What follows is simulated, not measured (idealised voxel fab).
process module | voxel capacitor over wiring
cross-section cut | 275 nm wide | cells 5 nm
A cross-section is a grid of square cells, given in bands from the top down. A band is one or more rows of cells.
Each band's line starts with the height of the band's top and of its bottom, in nm. Then come its materials from left to right, each with its width in nm. One material with "throughout" fills the band from edge to edge. "air" is empty space.
Height 0 is the level under which the wafer as received is all one material. The lowest band goes on downwards, as in "0 down".
A width such as "30 to 40" changes by the same amount from each row of cells to the next, from the band's top row to its bottom row.
"no change" after a step means that no cell of the cross-section changed.
closed voids: empty space of 8 cells or more with no open way to the top, each as width x height at its distance from the left edge, in nm
after a step's settings: what the simulator itself notes on the step
overlay nm, on a step with a mask: how far to the right of its planned place the mask lay; to the left if negative
plan
1 op RECEIVE | material Si
2 op CONFORMAL_DEP | material SiO2 | thk nm 10
3 op CONFORMAL_DEP | material SiCN | thk nm 5
4 op DIRECTIONAL_DEP | material lowk | thk nm 20
5 op MASKED_ETCH | tone open | mask id METAL_1 | width nm 30 | pitch nm 90 | etch materials lowk | depth nm 20 | overlay nm 0
6 op MASKED_ETCH | tone open | mask id METAL_1 | width nm 30 | pitch nm 90 | etch materials SiCN | depth nm 5 | overlay nm 0
7 op CONFORMAL_DEP | material TiN | thk nm 5
8 op FILL_DEP | material Cu | thk nm 5
9 op CMP | height nm 35
10 op CONFORMAL_DEP | material SiCN | thk nm 5
11 op DIRECTIONAL_DEP | material SiO2 | thk nm 15
12 op PATTERN | tone open | mask id PLUG_1 | material resist | width nm 15 | thk nm 20 | overlay nm 0
13 op DIRECTIONAL_ETCH | etch materials SiO2 | depth nm 15
14 op DIRECTIONAL_ETCH | etch materials SiCN | depth nm 5
15 op STRIP | etch materials resist
16 op CONFORMAL_DEP | material TiN | thk nm 5
17 op FILL_DEP | material Ru | thk nm 10
18 op CMP | height nm 55
19 op DIRECTIONAL_DEP | material TiN | thk nm 5
20 op DIRECTIONAL_DEP | material SiN | thk nm 5
21 op DIRECTIONAL_DEP | material TiN | thk nm 5
22 op MASKED_ETCH | tone cover | mask id UPPER_PLATE | width nm 65 | etch materials TiN | depth nm 5 | overlay nm 0
23 op MASKED_ETCH | tone cover | mask id UPPER_PLATE | width nm 65 | etch materials SiN | depth nm 5 | overlay nm 0
24 op PATTERN | tone cover | mask id LOWER_PLATE | material resist | width nm 75 | thk nm 15 | overlay nm 0
25 op DIRECTIONAL_ETCH | etch materials TiN | depth nm 5
26 op STRIP | etch materials resist
27 op FILL_DEP | material SiO2 | thk nm 20
28 op CMP | height nm 85
29 op MASKED_ETCH | tone open | mask id PLUG_2 | width nm 15 | etch materials SiO2 | depth nm 15 | overlay nm 0
30 op CONFORMAL_DEP | material TiN | thk nm 5
31 op FILL_DEP | material Ru | thk nm 5
32 op CMP | height nm 85
33 op CONFORMAL_DEP | material SiN | thk nm 5
as received, after step 1
  0 down: Si throughout
  closed voids: none
first wafer at the end, as planned
  90 to 85: SiN throughout
  85 to 75: SiO2 100 | TiN 5 | Ru 5 | TiN 5 | SiO2 160
  75 to 65: SiO2 100 to 90 | TiN 15 to 65 | SiO2 160 to 120
  65 to 60: SiO2 90 | SiN 65 | SiO2 120
  60 to 55: SiO2 85 | TiN 75 | SiO2 115
  55 to 40: SiO2 90 | TiN 5 | Ru 5 | TiN 5 | SiO2 170
  40 to 35: SiCN 90 | TiN 15 | SiCN 170
  35 to 15: lowk 75 | TiN 5 | Cu 20 | TiN 5 | lowk 60 | TiN 5 | Cu 20 | TiN 5 | lowk 80
  15 to 10: SiCN 75 | TiN 30 | SiCN 60 | TiN 30 | SiCN 80
  10 to 0: SiO2 throughout
  0 down: Si throughout
  closed voids: none
second wafer at the end: like start, like plan, one mistake
  90 to 85: SiN throughout
  85 to 75: SiO2 100 | TiN 5 | Ru 5 | TiN 5 | SiO2 160
  75 to 65: SiO2 100 to 90 | TiN 15 to 65 | SiO2 160 to 120
  65 to 60: SiO2 90 | SiN 65 | SiO2 120
  60 to 55: SiO2 85 | TiN 80 | SiO2 110
  55 to 40: SiO2 90 | TiN 5 | Ru 5 | TiN 5 | SiO2 170
  40 to 35: SiCN 90 | TiN 15 | SiCN 170
  35 to 15: lowk 75 | TiN 5 | Cu 20 | TiN 5 | lowk 60 | TiN 5 | Cu 20 | TiN 5 | lowk 80
  15 to 10: SiCN 75 | TiN 30 | SiCN 60 | TiN 30 | SiCN 80
  10 to 0: SiO2 throughout
  0 down: Si throughout
  closed voids: none
what went wrong: step 24 ran as: op PATTERN | tone cover | mask id LOWER_PLATE | material resist | width nm 80 | thk nm 15 | overlay nm 0
at the end the second wafer has, in cells: 1 fewer of SiO2 | 1 more of TiN
